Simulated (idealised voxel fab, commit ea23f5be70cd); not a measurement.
The document below concerns the process module designated voxel quadruple lines.
Shown is cross-section cut, with a width of 195 nm and square cells of size 5 nm.
The cross-sections in this document take the form of a grid made of square cells. They are written out as bands, in order from top to bottom. Each band consists of one or more rows of cells.
Band: top and bottom heights (nm) first, top before bottom; then materials from left to right, widths in nm. "throughout" marks a sole material filling the band edge to edge. "blank" denotes empty space.
Where do heights start? At 0: under that level the wafer as delivered is made of one material only. And the lowest band has no floor; it just carries on downward, as in "0 down".
A two-number width, for instance "30..40", indicates that the width is equal to the first number in the top row of the band and to the second number in the bottom row, and that it changes by a constant amount per row of cells.
"no change occurred", as given for a step, is the statement that not any cell of the cross-section underwent a change during that step.
"Non-vented voids" contains a list of empty spaces, each no smaller than 8 cells and without an open way to the top, written in the form width x height at distance with the distance from the left edge and all three in nm.
Past the settings on a step's line: simulator remark, on that step.
overlay nm: where the mask lay relative to plan, measured to the right, on steps with a mask; negatives go left.

# Below is the list of planned process steps
1,RECEIVE | material Si
2,CONFORMAL_DEP | material Al2O3 | thk nm 5
3,DIRECTIONAL_DEP | material W | thk nm 10
4,DIRECTIONAL_DEP | material polySi | thk nm 15
5,DIRECTIONAL_DEP | material aC | thk nm 25
6,PATTERN | tone cover | mask id MANDREL | material resist | width nm 25 | thk nm 35 | overlay nm 0
7,DIRECTIONAL_ETCH | etch materials aC | depth nm 25
8,STRIP | etch materials resist
9,CONFORMAL_DEP | material SiO2 | thk nm 15
10,DIRECTIONAL_ETCH | etch materials SiO2 | depth nm 15
11,STRIP | etch materials aC
12,DIRECTIONAL_ETCH | etch materials polySi | depth nm 15
13,STRIP | etch materials SiO2
14,CONFORMAL_DEP | material SiCN | thk nm 5
15,DIRECTIONAL_ETCH | etch materials SiCN | depth nm 5
16,STRIP | etch materials polySi
17,DIRECTIONAL_ETCH | etch materials W | depth nm 10
18,STRIP | etch materials SiCN
19,FILL_DEP | material SiO2 | thk nm 5
20,CMP | height nm 15

# The first of a set of two wafers, run to plan

# So this is the incoming wafer in cross-section - it's already been through step 1
    0 down | Si throughout
    Non-vented voids: none

# Step 2 done - wafer cross-section
    5 to 0 | Al2O3 throughout
    All layers under 0 are left as they were.

# Step 3 done - wafer cross-section
    15 to 5 | W throughout
    All layers under 5 are left as they were.

# Step 4 done - wafer cross-section
    30 to 15 | polySi throughout
    All layers under 15 are left as they were.

# Step 5 done - wafer cross-section
    55 to 30 | aC throughout
    All layers under 30 are left as they were.

# Step 6 done - wafer cross-section
    90 to 55 | 85 of blank, 25 of resist, 85 of blank
    All layers under 55 are left as they were.

# Step 7 done - wafer cross-section
    65 to 55 | 85 of blank, 25 of resist, 85 of blank
    55 to 30 | 85 of blank, 25 of aC, 85 of blank
    All layers under 30 are left as they were.

# Step 8 done - wafer cross-section
    55 to 30 | 85 of blank, 25 of aC, 85 of blank
    All layers under 30 are left as they were.

# Step 9 done - wafer cross-section
    70 to 55 | 70 of blank, 55 of SiO2, 70 of blank
    55 to 45 | 70 of blank, 15 of SiO2, 25 of aC, 15 of SiO2, 70 of blank
    45 to 30 | 85 of SiO2, 25 of aC, 85 of SiO2
    All layers under 30 are left as they were.

# Step 10 done - wafer cross-section
    55 to 30 | 70 of blank, 15 of SiO2, 25 of aC, 15 of SiO2, 70 of blank
    All layers under 30 are left as they were.

# Step 11 done - wafer cross-section
    55 to 30 | 70 of blank, 15 of SiO2, 25 of blank, 15 of SiO2, 70 of blank
    All layers under 30 are left as they were.

# Step 12 done - wafer cross-section
    55 to 30 | 70 of blank, 15 of SiO2, 25 of blank, 15 of SiO2, 70 of blank
    30 to 15 | 70 of blank, 15 of polySi, 25 of blank, 15 of polySi, 70 of blank
    All layers under 15 are left as they were.

# Step 13 done - wafer cross-section
    30 to 15 | 70 of blank, 15 of polySi, 25 of blank, 15 of polySi, 70 of blank
    All layers under 15 are left as they were.

# Step 14 done - wafer cross-section
    35 to 30 | 65 of blank, 25 of SiCN, 15 of blank, 25 of SiCN, 65 of blank
    30 to 20 | 65 of blank, 5 of SiCN, 15 of polySi, 5 of SiCN, 15 of blank, 5 of SiCN, 15 of polySi, 5 of SiCN, 65 of blank
    20 to 15 | 70 of SiCN, 15 of polySi, 25 of SiCN, 15 of polySi, 70 of SiCN
    All layers under 15 are left as they were.

# Step 15 done - wafer cross-section
    30 to 15 | 65 of blank, 5 of SiCN, 15 of polySi, 5 of SiCN, 15 of blank, 5 of SiCN, 15 of polySi, 5 of SiCN, 65 of blank
    All layers under 15 are left as they were.

# Step 16 done - wafer cross-section
    30 to 15 | 65 of blank, 5 of SiCN, 15 of blank, 5 of SiCN, 15 of blank, 5 of SiCN, 15 of blank, 5 of SiCN, 65 of blank
    All layers under 15 are left as they were.

# Step 17 done - wafer cross-section
    30 to 15 | 65 of blank, 5 of SiCN, 15 of blank, 5 of SiCN, 15 of blank, 5 of SiCN, 15 of blank, 5 of SiCN, 65 of blank
    15 to 5 | 65 of blank, 5 of W, 15 of blank, 5 of W, 15 of blank, 5 of W, 15 of blank, 5 of W, 65 of blank
    All layers under 5 are left as they were.

# Step 18 done - wafer cross-section
    15 to 5 | 65 of blank, 5 of W, 15 of blank, 5 of W, 15 of blank, 5 of W, 15 of blank, 5 of W, 65 of blank
    All layers under 5 are left as they were.

# Step 19 done - wafer cross-section
    20 to 15 | SiO2 throughout
    15 to 5 | 65 of SiO2, 5 of W, 15 of SiO2, 5 of W, 15 of SiO2, 5 of W, 15 of SiO2, 5 of W, 65 of SiO2
    All layers under 5 are left as they were.

# Step 20 done - wafer cross-section
    15 to 5 | 65 of SiO2, 5 of W, 15 of SiO2, 5 of W, 15 of SiO2, 5 of W, 15 of SiO2, 5 of W, 65 of SiO2
    All layers under 5 are left as they were.

# Second wafer: same start and same plan as the first, one execution error; identical to the first through step 15

# At the planned end of step 16, the second wafer in cross-section
    30 to 15 | 70 of blank, 15 of polySi, 25 of blank, 15 of polySi, 70 of blank
    All layers under 15 are left as they were.

# At the planned end of step 17, the second wafer in cross-section
    30 to 15 | 70 of blank, 15 of polySi, 25 of blank, 15 of polySi, 70 of blank
    15 to 5 | 70 of blank, 15 of W, 25 of blank, 15 of W, 70 of blank
    All layers under 5 are left as they were.

At the planned end of step 18, the second wafer in cross-section: no change occurred

# At the planned end of step 19, the second wafer in cross-section
    35 to 30 | SiO2 throughout
    30 to 15 | 70 of SiO2, 15 of polySi, 25 of SiO2, 15 of polySi, 70 of SiO2
    15 to 5 | 70 of SiO2, 15 of W, 25 of SiO2, 15 of W, 70 of SiO2
    All layers under 5 are left as they were.

# At the planned end of step 20, the second wafer in cross-section
    15 to 5 | 70 of SiO2, 15 of W, 25 of SiO2, 15 of W, 70 of SiO2
    All layers under 5 are left as they were.
Diagnosis: so step 16 ended up running with a different setting than we planned, it ran as STRIP | etch materials SiCN
The closing comparison, in cells, has the second wafer with more or fewer of some materials than the first: -4 SiO2; +4 W
